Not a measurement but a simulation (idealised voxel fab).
process module | voxel spacer lines
In the cross-section labelled cut, the width is 300 nm and each square cell is 5 nm.
Just so we're on the same page, the cross-sections are grids of square cells, and they're listed out in bands top to bottom, each band one or more rows deep.
Per band: top height and bottom height in nm, followed by the left-to-right materials and their widths in nm; "edge to edge" marks a single material spanning edge to edge, "blank" marks empty space.
Height 0 is the level under which the wafer as received is all one material. The lowest band goes on downwards, as in "0 nm and below".
Graded width ("30->40"): value in top row of band = first number; value in bottom row = second number; row-to-row change constant.
Given "no modification" for a step, no cell of the cross-section differs between before and after that step.
Heads up: "Closed internal voids" only lists the empty pockets with no open path to the top that are 8 cells or more, and it writes them as width x height at distance, distance from the left edge, in nm.
What comes after the settings on a step's line is commentary from the simulator itself on that step.
"overlay nm" denotes, for a step that has a mask, the displacement of the mask to the right of its planned place, with negative values corresponding to the left.

Here's what the planned process steps look like
1: RECEIVE, material Si
2: CONFORMAL_DEP, material Al2O3, thk nm 10
3: DIRECTIONAL_DEP, material W, thk nm 15
4: DIRECTIONAL_DEP, material polySi, thk nm 25
5: PATTERN, tone cover, mask id MANDREL, material resist, width nm 15, pitch nm 50, thk nm 30, overlay nm 0
6: DIRECTIONAL_ETCH, etch materials polySi, depth nm 25
7: STRIP, etch materials resist
8: CONFORMAL_DEP, material SiO2, thk nm 10
9: DIRECTIONAL_ETCH, etch materials SiO2, depth nm 10
10: STRIP, etch materials polySi
11: DIRECTIONAL_ETCH, etch materials W, depth nm 15
12: STRIP, etch materials SiO2
13: FILL_DEP, material SiO2, thk nm 5
14: CMP, height nm 25

So, the first of our two wafers, run just as we planned it

Cross-section of the wafer at receipt, which is the condition after step 1
- 0 nm and below: Si edge to edge
- Closed internal voids: none

The wafer in cross-section once step 2 is complete
- 10 nm to 0 nm: Al2O3 edge to edge
- Below 0, the layers are the same as they were.

The wafer in cross-section once step 3 is complete
- 25 nm to 10 nm: W edge to edge
- Below 10, the layers are the same as they were.

The wafer in cross-section once step 4 is complete
- 50 nm to 25 nm: polySi edge to edge
- Below 25, the layers are the same as they were.

The wafer in cross-section once step 5 is complete
- 80 nm to 50 nm: 115 of blank | 15 of resist | 35 of blank | 15 of resist | 120 of blank
- Below 50, the layers are the same as they were.

The wafer in cross-section once step 6 is complete
- 80 nm to 50 nm: 115 of blank | 15 of resist | 35 of blank | 15 of resist | 120 of blank
- 50 nm to 25 nm: 115 of blank | 15 of polySi | 35 of blank | 15 of polySi | 120 of blank
- Below 25, the layers are the same as they were.

The wafer in cross-section once step 7 is complete
- 50 nm to 25 nm: 115 of blank | 15 of polySi | 35 of blank | 15 of polySi | 120 of blank
- Below 25, the layers are the same as they were.

The wafer in cross-section once step 8 is complete
- 60 nm to 50 nm: 105 of blank | 35 of SiO2 | 15 of blank | 35 of SiO2 | 110 of blank
- 50 nm to 35 nm: 105 of blank | 10 of SiO2 | 15 of polySi | 10 of SiO2 | 15 of blank | 10 of SiO2 | 15 of polySi | 10 of SiO2 | 110 of blank
- 35 nm to 25 nm: 115 of SiO2 | 15 of polySi | 35 of SiO2 | 15 of polySi | 120 of SiO2
- Below 25, the layers are the same as they were.

The wafer in cross-section once step 9 is complete
- 50 nm to 25 nm: 105 of blank | 10 of SiO2 | 15 of polySi | 10 of SiO2 | 15 of blank | 10 of SiO2 | 15 of polySi | 10 of SiO2 | 110 of blank
- Below 25, the layers are the same as they were.

The wafer in cross-section once step 10 is complete
- 50 nm to 25 nm: 105 of blank | 10 of SiO2 | 15 of blank | 10 of SiO2 | 15 of blank | 10 of SiO2 | 15 of blank | 10 of SiO2 | 110 of blank
- Below 25, the layers are the same as they were.

The wafer in cross-section once step 11 is complete
- 50 nm to 25 nm: 105 of blank | 10 of SiO2 | 15 of blank | 10 of SiO2 | 15 of blank | 10 of SiO2 | 15 of blank | 10 of SiO2 | 110 of blank
- 25 nm to 10 nm: 105 of blank | 10 of W | 15 of blank | 10 of W | 15 of blank | 10 of W | 15 of blank | 10 of W | 110 of blank
- Below 10, the layers are the same as they were.

The wafer in cross-section once step 12 is complete
- 25 nm to 10 nm: 105 of blank | 10 of W | 15 of blank | 10 of W | 15 of blank | 10 of W | 15 of blank | 10 of W | 110 of blank
- Below 10, the layers are the same as they were.

The wafer in cross-section once step 13 is complete
- 30 nm to 25 nm: SiO2 edge to edge
- 25 nm to 10 nm: 105 of SiO2 | 10 of W | 15 of SiO2 | 10 of W | 15 of SiO2 | 10 of W | 15 of SiO2 | 10 of W | 110 of SiO2
- Below 10, the layers are the same as they were.

The wafer in cross-section once step 14 is complete
- 25 nm to 10 nm: 105 of SiO2 | 10 of W | 15 of SiO2 | 10 of W | 15 of SiO2 | 10 of W | 15 of SiO2 | 10 of W | 110 of SiO2
- Below 10, the layers are the same as they were.

The second wafer was prepared from the same starting point and under the same plan as the first; its processing contained one mistake, and it remains indistinguishable from the first wafer up to and including step 4

Cross-section of the second wafer at the time step 5 of the plan should have ended
- 80 nm to 50 nm: 115 of blank | 20 of resist | 30 of blank | 20 of resist | 115 of blank
- Below 50, the layers are the same as they were.

Cross-section of the second wafer at the time step 6 of the plan should have ended
- 80 nm to 50 nm: 115 of blank | 20 of resist | 30 of blank | 20 of resist | 115 of blank
- 50 nm to 25 nm: 115 of blank | 20 of polySi | 30 of blank | 20 of polySi | 115 of blank
- Below 25, the layers are the same as they were.

Cross-section of the second wafer at the time step 7 of the plan should have ended
- 50 nm to 25 nm: 115 of blank | 20 of polySi | 30 of blank | 20 of polySi | 115 of blank
- Below 25, the layers are the same as they were.

Cross-section of the second wafer at the time step 8 of the plan should have ended
- 60 nm to 50 nm: 105 of blank | 40 of SiO2 | 10 of blank | 40 of SiO2 | 105 of blank
- 50 nm to 35 nm: 105 of blank | 10 of SiO2 | 20 of polySi | 10 of SiO2 | 10 of blank | 10 of SiO2 | 20 of polySi | 10 of SiO2 | 105 of blank
- 35 nm to 25 nm: 115 of SiO2 | 20 of polySi | 30 of SiO2 | 20 of polySi | 115 of SiO2
- Below 25, the layers are the same as they were.

Cross-section of the second wafer at the time step 9 of the plan should have ended
- 50 nm to 25 nm: 105 of blank | 10 of SiO2 | 20 of polySi | 10 of SiO2 | 10 of blank | 10 of SiO2 | 20 of polySi | 10 of SiO2 | 105 of blank
- Below 25, the layers are the same as they were.

Cross-section of the second wafer at the time step 10 of the plan should have ended
- 50 nm to 25 nm: 105 of blank | 10 of SiO2 | 20 of blank | 10 of SiO2 | 10 of blank | 10 of SiO2 | 20 of blank | 10 of SiO2 | 105 of blank
- Below 25, the layers are the same as they were.

Cross-section of the second wafer at the time step 11 of the plan should have ended
- 50 nm to 25 nm: 105 of blank | 10 of SiO2 | 20 of blank | 10 of SiO2 | 10 of blank | 10 of SiO2 | 20 of blank | 10 of SiO2 | 105 of blank
- 25 nm to 10 nm: 105 of blank | 10 of W | 20 of blank | 10 of W | 10 of blank | 10 of W | 20 of blank | 10 of W | 105 of blank
- Below 10, the layers are the same as they were.

Cross-section of the second wafer at the time step 12 of the plan should have ended
- 25 nm to 10 nm: 105 of blank | 10 of W | 20 of blank | 10 of W | 10 of blank | 10 of W | 20 of blank | 10 of W | 105 of blank
- Below 10, the layers are the same as they were.

Cross-section of the second wafer at the time step 13 of the plan should have ended
- 30 nm to 25 nm: SiO2 edge to edge
- 25 nm to 10 nm: 105 of SiO2 | 10 of W | 20 of SiO2 | 10 of W | 10 of SiO2 | 10 of W | 20 of SiO2 | 10 of W | 105 of SiO2
- Below 10, the layers are the same as they were.

Cross-section of the second wafer at the time step 14 of the plan should have ended
- 25 nm to 10 nm: 105 of SiO2 | 10 of W | 20 of SiO2 | 10 of W | 10 of SiO2 | 10 of W | 20 of SiO2 | 10 of W | 105 of SiO2
- Below 10, the layers are the same as they were.
What was done differently from what was planned? step 5 ran as: PATTERN, tone cover, mask id MANDREL, material resist, width nm 20, pitch nm 50, thk nm 30, overlay nm 0
Final state: per-material cell counts identical on both wafers; locations differ.
